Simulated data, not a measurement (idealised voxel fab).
Module name: voxel capacitor over wiring (process module)
For reference, the cross-section in this document is cut, with width 190 nm and square cells of 5 nm.
A cross-section is written here as square cells arranged in a grid, and it is given in bands from the top down, each band taking up one or more rows of cells.
Top, bottom (nm), then materials left to right with widths (nm); lone material tagged "all across" fills the whole band edge to edge; "air" = empty space.
Note: height 0 marks the level under which the wafer is uniformly one material as received. Lowest band unbounded below, written "0 and below".
The width entry "30->40" should be interpreted row by row: the top row of cells in the band takes the first number, the bottom row takes the second number, and the change between adjacent rows is uniform throughout.
"left unchanged" (step): cross-section cells unchanged, all of them.
What "Completely enclosed voids" gives you is every empty space of 8 cells or more that is cut off from the top. Each appears as width x height at distance, with the distance taken from the left edge and width, height and distance all in nm.
That trailing text on a step's line, after the settings, is the simulator's own remark on the step.
A step line may carry the setting "overlay nm", which, for steps involving a mask, states the distance by which the mask lay to the right of its intended position; negative values denote displacement to the left.

Intended process steps:
1: RECEIVE: material Si
2: CONFORMAL_DEP: material SiO2, thk nm 15
3: DIRECTIONAL_DEP: material TiN, thk nm 5
4: DIRECTIONAL_DEP: material Ru, thk nm 20
5: DIRECTIONAL_DEP: material aC, thk nm 10
6: PATTERN: tone cover, mask id METAL_1, material resist, width nm 20, pitch nm 70, thk nm 25, overlay nm 0
7: DIRECTIONAL_ETCH: etch materials aC, depth nm 10
8: STRIP: etch materials resist
9: DIRECTIONAL_ETCH: etch materials Ru, depth nm 20
10: DIRECTIONAL_ETCH: etch materials TiN, depth nm 5
11: STRIP: etch materials aC
12: CONFORMAL_DEP: material SiN, thk nm 5
13: FILL_DEP: material SiO2, thk nm 10
14: CMP: height nm 40
15: CONFORMAL_DEP: material SiCN, thk nm 5
16: DIRECTIONAL_DEP: material lowk, thk nm 10
17: MASKED_ETCH: tone open, mask id PLUG_1, width nm 15, etch materials lowk, depth nm 10, overlay nm 0
18: MASKED_ETCH: tone open, mask id PLUG_1, width nm 15, etch materials SiCN, depth nm 5, overlay nm 0
19: EPI: material Ru, thk nm 10
20: EPI: material Ru, thk nm 5
21: DIRECTIONAL_DEP: material TiN, thk nm 5
22: DIRECTIONAL_DEP: material HfO2, thk nm 5
23: DIRECTIONAL_DEP: material TiN, thk nm 5
24: DIRECTIONAL_DEP: material aC, thk nm 10
25: PATTERN: tone cover, mask id UPPER_PLATE, material resist, width nm 55, thk nm 30, overlay nm 0
26: DIRECTIONAL_ETCH: etch materials aC, depth nm 10
27: STRIP: etch materials resist
28: DIRECTIONAL_ETCH: etch materials TiN, depth nm 5
29: DIRECTIONAL_ETCH: etch materials HfO2, depth nm 5
30: STRIP: etch materials aC
31: MASKED_ETCH: tone cover, mask id LOWER_PLATE, width nm 65, etch materials TiN, depth nm 5, overlay nm 0
32: FILL_DEP: material SiO2, thk nm 15
33: CMP: height nm 80
34: PATTERN: tone open, mask id PLUG_2, material resist, width nm 15, thk nm 15, overlay nm 0
35: DIRECTIONAL_ETCH: etch materials SiO2, depth nm 10
36: STRIP: etch materials resist
37: CONFORMAL_DEP: material TiN, thk nm 5
38: FILL_DEP: material Cu, thk nm 5
39: CMP: height nm 80
40: CONFORMAL_DEP: material SiN, thk nm 5

Incoming wafer in cross-section (state: after step 1):
- 0 and below = Si all across
- Completely enclosed voids: none

Here's the wafer cut in cross-section after the module, started and planned just like above, except one thing was done wrong in the run:
- 85 down to 80 = SiN all across
- 80 down to 75 = 65 SiO2 / 5 TiN / 5 Cu / 5 TiN / 110 SiO2
- 75 down to 70 = 65 SiO2 / 15 TiN / 110 SiO2
- 70 down to 65 = SiO2 all across
- 65 down to 60 = 55 SiO2 / 55 HfO2 / 80 SiO2
- 60 down to 55 = 50 TiN / 5 SiO2 / 55 TiN / 5 SiO2 / 75 TiN
- 55 down to 45 = 55 lowk / 15 Ru / 120 lowk
- 45 down to 40 = 55 SiCN / 15 Ru / 120 SiCN
- 40 down to 20 = 45 SiO2 / 5 SiN / 20 Ru / 5 SiN / 40 SiO2 / 5 SiN / 20 Ru / 5 SiN / 45 SiO2
- 20 down to 15 = 50 SiN / 20 TiN / 50 SiN / 20 TiN / 50 SiN
- 15 down to 0 = SiO2 all across
- 0 and below = Si all across
- Completely enclosed voids: none
What was done differently from what was planned? so step 31 ended up running with a different setting than we planned, it ran as MASKED_ETCH: tone open, mask id LOWER_PLATE, width nm 65, etch materials TiN, depth nm 5, overlay nm 0
